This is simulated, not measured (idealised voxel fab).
Herein follows the process module entitled voxel self aligned contacts.
In the cross-section labelled cut, the width is 170 nm and each square cell is 5 nm.
Cross-sections here: square-cell grids, written as top-down lists of bands, a band being one or more rows of cells.
The entry gives the band's vertical extent as a top height and a bottom height in nm, then its horizontal make-up as materials from left to right, each with a width in nm. "air" stands for empty space; a single material marked "edge to edge" fills the band edge to edge.
Heads up on the height convention: 0 is the point under which the incoming wafer is all one material, and the lowest band has no bottom, it just keeps going down, like "0 nm and below".
Graded width ("30->40"): value in top row of band = first number; value in bottom row = second number; row-to-row change constant.
Where the words "all unchanged" appear for a step, the cross-section shows no cell changed by that step; every cell remained as before.
Listed in "Unvented internal voids": every empty space of 8 or more cells without an open way to the top. Form: width x height at distance, the distance being from the left edge, all in nm.
It should be noted that, on the line of a given step, the content following the step's settings is a remark produced by the simulator itself with respect to that step.
"overlay nm" on a masked step: distance the mask lay right of its planned place, negative for left.

Listed below are the process steps as planned:
- 1: RECEIVE with material Si
- 2: CONFORMAL_DEP with material SiO2, thk nm 5
- 3: DIRECTIONAL_DEP with material polySi, thk nm 25
- 4: DIRECTIONAL_DEP with material SiN, thk nm 20
- 5: PATTERN with tone cover, mask id GATE, material resist, width nm 35, pitch nm 70, thk nm 15, overlay nm 0
- 6: DIRECTIONAL_ETCH with etch materials SiN, depth nm 20
- 7: DIRECTIONAL_ETCH with etch materials polySi, depth nm 25
- 8: STRIP with etch materials resist
- 9: CONFORMAL_DEP with material SiN, thk nm 10
- 10: DIRECTIONAL_ETCH with etch materials SiN, depth nm 10
- 11: FILL_DEP with material SiO2, thk nm 20
- 12: CMP with height nm 60
- 13: PATTERN with tone open, mask id CONTACT, material resist, width nm 55, thk nm 15, overlay nm 0
- 14: DIRECTIONAL_ETCH with etch materials SiO2, depth nm 60
- 15: STRIP with etch materials resist
- 16: CONFORMAL_DEP with material TiN, thk nm 5
- 17: FILL_DEP with material Ru, thk nm 10
- 18: CMP with height nm 60
- 19: CONFORMAL_DEP with material SiCN, thk nm 5

Cross-section of the wafer at receipt, which is the condition after step 1:
> 0 nm and below | Si edge to edge
> Unvented internal voids: none

Here's the wafer cut in cross-section after the module, started and planned just like above, except one thing was done wrong in the run:
> 80 nm to 75 nm | SiCN edge to edge
> 75 nm to 65 nm | Ru edge to edge
> 65 nm to 60 nm | TiN (60), then Ru (45), then TiN (65)
> 60 nm to 50 nm | SiO2 (55), then TiN (5->25), then Ru (45->5), then TiN (5->25), then SiO2 (60)
> 50 nm to 30 nm | SiO2 (20), then SiN (55), then TiN (5), then Ru (5), then TiN (5), then SiN (55), then SiO2 (25)
> 30 nm to 5 nm | SiO2 (20), then SiN (10), then polySi (35), then SiN (10), then TiN (5), then Ru (5), then TiN (5), then SiN (10), then polySi (35), then SiN (10), then SiO2 (25)
> 5 nm to 0 nm | SiO2 (75), then TiN (15), then SiO2 (80)
> 0 nm and below | Si edge to edge
> Unvented internal voids: none
The mistake made against the process plan was this: execution of step 18 of the plan did not take place, the step having been omitted
